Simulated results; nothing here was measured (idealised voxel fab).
The following process module bears the name voxel self aligned vias.
Section shown: cut. Width: 275 nm. Cell size: 5 nm, square.
If you're reading a cross-section in this doc, picture square cells in a grid; it comes to you as bands, top ones listed first down to the bottom, and a band can be one or more rows of cells.
Band entry format. Leading values: height of top, height of bottom, nm. Remainder: materials in left-to-right order, each with its width in nm. Special words: "edge to edge" on a single material, which then fills the band edge to edge; "blank", empty space.
It should be noted that heights are counted from 0, beneath which the wafer as supplied is of one material throughout, and that the lowest band possesses no lower boundary but continues downward, as written in "top 0, no bottom".
Quick explanation for "30..40": the width changes in equal steps down the rows of cells, from the first number in the band's top row to the second number in its bottom row.
The cross-section has no changed cell in any step marked "no change".
Empty spaces without an open route to the top, at least 8 cells in extent, make up the entry "Tabulated closed voids"; each is given as width x height at distance, where the distance is measured from the left edge, and all are in nm.
Post-settings text on a step line: simulator's own remark regarding the step.
overlay nm: where the mask lay relative to plan, measured to the right, on steps with a mask; negatives go left.
PROCESS STEPS (PLANNED)
1) RECEIVE,material Si
2) CONFORMAL_DEP,material SiO2,thk nm 15
3) CONFORMAL_DEP,material SiCN,thk nm 5
4) DIRECTIONAL_DEP,material SiO2,thk nm 25
5) DIRECTIONAL_DEP,material aC,thk nm 15
6) PATTERN,tone open,mask id LINES,material resist,width nm 30,pitch nm 70,thk nm 30,overlay nm 0
7) DIRECTIONAL_ETCH,etch materials aC,depth nm 15
8) STRIP,etch materials resist
9) DIRECTIONAL_ETCH,etch materials SiO2,depth nm 25
10) STRIP,etch materials aC
11) CONFORMAL_DEP,material TiN,thk nm 5
12) FILL_DEP,material W,thk nm 5
13) CMP,height nm 45
14) SELECTIVE_ETCH,etch materials W Ru TiN,depth nm 10
15) FILL_DEP,material SiN,thk nm 10
16) CMP,height nm 45
17) DIRECTIONAL_DEP,material SiO2,thk nm 15
18) PATTERN,tone open,mask id VIAS,material resist,width nm 40,pitch nm 70,thk nm 15,overlay nm 0
19) DIRECTIONAL_ETCH,etch materials SiO2,depth nm 15
20) DIRECTIONAL_ETCH,etch materials SiN,depth nm 10
21) STRIP,etch materials resist
22) CONFORMAL_DEP,material TiN,thk nm 5
23) FILL_DEP,material Cu,thk nm 10
24) CMP,height nm 60
25) CONFORMAL_DEP,material SiCN,thk nm 5
AS-RECEIVED STATE OF THE WAFER IN CROSS-SECTION, EQUIVALENT TO POST-STEP 1
    top 0, no bottom | Si edge to edge
    Tabulated closed voids: none
BELOW IS THE WAFER IN CROSS-SECTION AFTER THE MODULE WAS COMPLETED. IT BEGAN FROM THE STARTING POINT SHOWN ABOVE AND FOLLOWED THE PLAN SHOWN ABOVE, EXCEPT THAT ONE MISTAKE WAS MADE WHILE RUNNING IT
    top 65, bottom 60 | SiCN edge to edge
    top 60, bottom 50 | SiO2 80; TiN 5; Cu 30; TiN 5; SiO2 30; TiN 5; Cu 30; TiN 5; SiO2 85
    top 50, bottom 40 | SiO2 80..85; TiN 10..5; Cu 25; TiN 5; SiO2 30..35; TiN 10..5; Cu 25; TiN 5; SiO2 85
    top 40, bottom 35 | SiO2 85; TiN 35; SiO2 35; TiN 35; SiO2 85
    top 35, bottom 25 | SiO2 85; TiN 5; W 25; TiN 5; SiO2 35; TiN 5; W 25; TiN 5; SiO2 85
    top 25, bottom 20 | SiO2 85; TiN 35; SiO2 35; TiN 35; SiO2 85
    top 20, bottom 15 | SiCN edge to edge
    top 15, bottom 0 | SiO2 edge to edge
    top 0, no bottom | Si edge to edge
    Tabulated closed voids: none
Here's what went sideways: step 6 went in with a setting other than planned; the actual run was PATTERN,tone open,mask id LINES,material resist,width nm 35,pitch nm 70,thk nm 30,overlay nm 0
